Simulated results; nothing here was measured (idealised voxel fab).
You're looking at the process module voxel self aligned vias.
cross-section cut | 270 nm wide | cells 5 nm
When this document writes out a cross-section, it uses a grid of square cells and lists it as bands, beginning at the top and moving down, with a band standing for one or more rows of cells.
Within each band entry, the heights of the top and of the bottom of the band appear first, in that order and in nm; the materials of the band then follow from left to right, each with its corresponding width in nm. The designation "everywhere" on a single material indicates that it fills the band from edge to edge; the designation "air" indicates empty space.
All heights in this document are referenced to 0, defined as the level beneath which the wafer, as received, consists entirely of one material. The lowest band is not bounded below; it extends indefinitely downward and is written in the form "z 0 and below".
When a width is written as two numbers, as in "30->40", the first number is the width in the top row of cells of the band and the second is the width in its bottom row, and the width changes by the same amount from each row to the next.
When a step is marked "no change", none of the cells in the cross-section changed during that step.
Enclosed voids (no open way to top), threshold 8 cells or more, entry "Enclosed void inventory", notation width x height at distance, distance from left edge, nm.
What comes after the settings on a step's line is commentary from the simulator itself on that step.
overlay nm: for a step with a mask, the amount by which the mask lay right of where it was planned; a negative amount means left of it.
## Listed below are the process steps as planned
| 1 | RECEIVE with material Si |
| 2 | CONFORMAL_DEP with material SiO2, thk nm 15 |
| 3 | CONFORMAL_DEP with material SiCN, thk nm 5 |
| 4 | DIRECTIONAL_DEP with material SiO2, thk nm 30 |
| 5 | PATTERN with tone open, mask id LINES, material resist, width nm 25, pitch nm 50, thk nm 15, overlay nm 0 |
| 6 | DIRECTIONAL_ETCH with etch materials SiO2, depth nm 30 |
| 7 | STRIP with etch materials resist |
| 8 | CONFORMAL_DEP with material TiN, thk nm 5 |
| 9 | FILL_DEP with material Ru, thk nm 10 |
| 10 | CMP with height nm 50 |
| 11 | SELECTIVE_ETCH with etch materials W Ru TiN, depth nm 5 |
| 12 | FILL_DEP with material SiN, thk nm 5 |
| 13 | CMP with height nm 50 |
| 14 | DIRECTIONAL_DEP with material SiO2, thk nm 20 |
| 15 | MASKED_ETCH with tone open, mask id VIAS, width nm 35, pitch nm 100, etch materials SiO2, depth nm 20, overlay nm 0 |
| 16 | MASKED_ETCH with tone open, mask id VIAS, width nm 35, pitch nm 100, etch materials SiN, depth nm 5, overlay nm 0 |
| 17 | CONFORMAL_DEP with material TiN, thk nm 5 |
| 18 | FILL_DEP with material Cu, thk nm 5 |
| 19 | CMP with height nm 70 |
| 20 | CONFORMAL_DEP with material SiN, thk nm 5 |
## First wafer, two in total, run as planned
## Cross-section of the wafer at receipt, which is the condition after step 1
z 0 and below | Si everywhere
Enclosed void inventory: none
## How the wafer stands in section after step 2
z 15 to 0 | SiO2 everywhere
Lower than 0, everything is as it was.
## How the wafer stands in section after step 3
z 20 to 15 | SiCN everywhere
Lower than 15, everything is as it was.
## How the wafer stands in section after step 4
z 50 to 20 | SiO2 everywhere
Lower than 20, everything is as it was.
## How the wafer stands in section after step 5
z 65 to 50 | resist 70  air 25  resist 25  air 25  resist 25  air 25  resist 75
Lower than 50, everything is as it was.
## How the wafer stands in section after step 6
z 65 to 50 | resist 70  air 25  resist 25  air 25  resist 25  air 25  resist 75
z 50 to 20 | SiO2 70  air 25  SiO2 25  air 25  SiO2 25  air 25  SiO2 75
Lower than 20, everything is as it was.
## How the wafer stands in section after step 7
z 50 to 20 | SiO2 70  air 25  SiO2 25  air 25  SiO2 25  air 25  SiO2 75
Lower than 20, everything is as it was.
## How the wafer stands in section after step 8
z 55 to 50 | TiN 75  air 15  TiN 35  air 15  TiN 35  air 15  TiN 80
z 50 to 25 | SiO2 70  TiN 5  air 15  TiN 5  SiO2 25  TiN 5  air 15  TiN 5  SiO2 25  TiN 5  air 15  TiN 5  SiO2 75
z 25 to 20 | SiO2 70  TiN 25  SiO2 25  TiN 25  SiO2 25  TiN 25  SiO2 75
Lower than 20, everything is as it was.
## How the wafer stands in section after step 9
z 65 to 55 | Ru everywhere
z 55 to 50 | TiN 75  Ru 15  TiN 35  Ru 15  TiN 35  Ru 15  TiN 80
z 50 to 25 | SiO2 70  TiN 5  Ru 15  TiN 5  SiO2 25  TiN 5  Ru 15  TiN 5  SiO2 25  TiN 5  Ru 15  TiN 5  SiO2 75
Lower than 25, everything is as it was.
## How the wafer stands in section after step 10
z 50 to 25 | SiO2 70  TiN 5  Ru 15  TiN 5  SiO2 25  TiN 5  Ru 15  TiN 5  SiO2 25  TiN 5  Ru 15  TiN 5  SiO2 75
Lower than 25, everything is as it was.
## How the wafer stands in section after step 11
z 50 to 45 | SiO2 70  air 25  SiO2 25  air 25  SiO2 25  air 25  SiO2 75
Lower than 45, everything is as it was.
## How the wafer stands in section after step 12
z 55 to 50 | SiN everywhere
z 50 to 45 | SiO2 70  SiN 25  SiO2 25  SiN 25  SiO2 25  SiN 25  SiO2 75
Lower than 45, everything is as it was.
## How the wafer stands in section after step 13
z 50 to 45 | SiO2 70  SiN 25  SiO2 25  SiN 25  SiO2 25  SiN 25  SiO2 75
Lower than 45, everything is as it was.
## How the wafer stands in section after step 14
z 70 to 50 | SiO2 everywhere
Lower than 50, everything is as it was.
## How the wafer stands in section after step 15
z 70 to 50 | SiO2 65  air 35  SiO2 65  air 35  SiO2 70
Lower than 50, everything is as it was.
## How the wafer stands in section after step 16
z 70 to 50 | SiO2 65  air 35  SiO2 65  air 35  SiO2 70
z 50 to 45 | SiO2 70  air 25  SiO2 25  SiN 25  SiO2 25  air 25  SiO2 75
Lower than 45, everything is as it was.
## How the wafer stands in section after step 17
z 75 to 70 | TiN 70  air 25  TiN 75  air 25  TiN 75
z 70 to 55 | SiO2 65  TiN 5  air 25  TiN 5  SiO2 65  TiN 5  air 25  TiN 5  SiO2 70
z 55 to 50 | SiO2 65  TiN 10  air 15  TiN 10  SiO2 65  TiN 10  air 15  TiN 10  SiO2 70
z 50 to 45 | SiO2 70  TiN 25  SiO2 25  SiN 25  SiO2 25  TiN 25  SiO2 75
Lower than 45, everything is as it was.
## How the wafer stands in section after step 18
z 80 to 75 | Cu everywhere
z 75 to 70 | TiN 70  Cu 25  TiN 75  Cu 25  TiN 75
z 70 to 55 | SiO2 65  TiN 5  Cu 25  TiN 5  SiO2 65  TiN 5  Cu 25  TiN 5  SiO2 70
z 55 to 50 | SiO2 65  TiN 10  Cu 15  TiN 10  SiO2 65  TiN 10  Cu 15  TiN 10  SiO2 70
Lower than 50, everything is as it was.
## How the wafer stands in section after step 19
z 70 to 55 | SiO2 65  TiN 5  Cu 25  TiN 5  SiO2 65  TiN 5  Cu 25  TiN 5  SiO2 70
Lower than 55, everything is as it was.
## How the wafer stands in section after step 20
z 75 to 70 | SiN everywhere
Lower than 70, everything is as it was.
## Wafer two. Same start, same plan, one slip in execution. Same as wafer one through step 1, inclusive
## Cross-sectional view of the second wafer at the intended end time of process step 2
z 30 to 0 | SiO2 everywhere
Lower than 0, everything is as it was.
## Cross-sectional view of the second wafer at the intended end time of process step 3
z 35 to 30 | SiCN everywhere
Lower than 30, everything is as it was.
## Cross-sectional view of the second wafer at the intended end time of process step 4
z 65 to 35 | SiO2 everywhere
Lower than 35, everything is as it was.
## Cross-sectional view of the second wafer at the intended end time of process step 5
z 80 to 65 | resist 70  air 25  resist 25  air 25  resist 25  air 25  resist 75
Lower than 65, everything is as it was.
## Cross-sectional view of the second wafer at the intended end time of process step 6
z 80 to 65 | resist 70  air 25  resist 25  air 25  resist 25  air 25  resist 75
z 65 to 35 | SiO2 70  air 25  SiO2 25  air 25  SiO2 25  air 25  SiO2 75
Lower than 35, everything is as it was.
## Cross-sectional view of the second wafer at the intended end time of process step 7
z 65 to 35 | SiO2 70  air 25  SiO2 25  air 25  SiO2 25  air 25  SiO2 75
Lower than 35, everything is as it was.
## Cross-sectional view of the second wafer at the intended end time of process step 8
z 70 to 65 | TiN 75  air 15  TiN 35  air 15  TiN 35  air 15  TiN 80
z 65 to 40 | SiO2 70  TiN 5  air 15  TiN 5  SiO2 25  TiN 5  air 15  TiN 5  SiO2 25  TiN 5  air 15  TiN 5  SiO2 75
z 40 to 35 | SiO2 70  TiN 25  SiO2 25  TiN 25  SiO2 25  TiN 25  SiO2 75
Lower than 35, everything is as it was.
## Cross-sectional view of the second wafer at the intended end time of process step 9
z 80 to 70 | Ru everywhere
z 70 to 65 | TiN 75  Ru 15  TiN 35  Ru 15  TiN 35  Ru 15  TiN 80
z 65 to 40 | SiO2 70  TiN 5  Ru 15  TiN 5  SiO2 25  TiN 5  Ru 15  TiN 5  SiO2 25  TiN 5  Ru 15  TiN 5  SiO2 75
Lower than 40, everything is as it was.
## Cross-sectional view of the second wafer at the intended end time of process step 10
z 50 to 40 | SiO2 70  TiN 5  Ru 15  TiN 5  SiO2 25  TiN 5  Ru 15  TiN 5  SiO2 25  TiN 5  Ru 15  TiN 5  SiO2 75
Lower than 40, everything is as it was.
## Cross-sectional view of the second wafer at the intended end time of process step 11
z 50 to 45 | SiO2 70  air 25  SiO2 25  air 25  SiO2 25  air 25  SiO2 75
Lower than 45, everything is as it was.
## Cross-sectional view of the second wafer at the intended end time of process step 12
z 55 to 50 | SiN everywhere
z 50 to 45 | SiO2 70  SiN 25  SiO2 25  SiN 25  SiO2 25  SiN 25  SiO2 75
Lower than 45, everything is as it was.
## Cross-sectional view of the second wafer at the intended end time of process step 13
z 50 to 45 | SiO2 70  SiN 25  SiO2 25  SiN 25  SiO2 25  SiN 25  SiO2 75
Lower than 45, everything is as it was.
## Cross-sectional view of the second wafer at the intended end time of process step 14
z 70 to 50 | SiO2 everywhere
Lower than 50, everything is as it was.
## Cross-sectional view of the second wafer at the intended end time of process step 15
z 70 to 50 | SiO2 65  air 35  SiO2 65  air 35  SiO2 70
Lower than 50, everything is as it was.
## Cross-sectional view of the second wafer at the intended end time of process step 16
z 70 to 50 | SiO2 65  air 35  SiO2 65  air 35  SiO2 70
z 50 to 45 | SiO2 70  air 25  SiO2 25  SiN 25  SiO2 25  air 25  SiO2 75
Lower than 45, everything is as it was.
## Cross-sectional view of the second wafer at the intended end time of process step 17
z 75 to 70 | TiN 70  air 25  TiN 75  air 25  TiN 75
z 70 to 55 | SiO2 65  TiN 5  air 25  TiN 5  SiO2 65  TiN 5  air 25  TiN 5  SiO2 70
z 55 to 50 | SiO2 65  TiN 10  air 15  TiN 10  SiO2 65  TiN 10  air 15  TiN 10  SiO2 70
z 50 to 45 | SiO2 70  TiN 25  SiO2 25  SiN 25  SiO2 25  TiN 25  SiO2 75
Lower than 45, everything is as it was.
## Cross-sectional view of the second wafer at the intended end time of process step 18
z 80 to 75 | Cu everywhere
z 75 to 70 | TiN 70  Cu 25  TiN 75  Cu 25  TiN 75
z 70 to 55 | SiO2 65  TiN 5  Cu 25  TiN 5  SiO2 65  TiN 5  Cu 25  TiN 5  SiO2 70
z 55 to 50 | SiO2 65  TiN 10  Cu 15  TiN 10  SiO2 65  TiN 10  Cu 15  TiN 10  SiO2 70
Lower than 50, everything is as it was.
## Cross-sectional view of the second wafer at the intended end time of process step 19
z 70 to 55 | SiO2 65  TiN 5  Cu 25  TiN 5  SiO2 65  TiN 5  Cu 25  TiN 5  SiO2 70
Lower than 55, everything is as it was.
## Cross-sectional view of the second wafer at the intended end time of process step 20
z 75 to 70 | SiN everywhere
Lower than 70, everything is as it was.
Short version of what went wrong: plan step 2 was twice executed
Final tally in cells, some materials are higher or lower on the second wafer than on the first: Ru: 27 fewer, SiO2: 45 more, TiN: 18 fewer
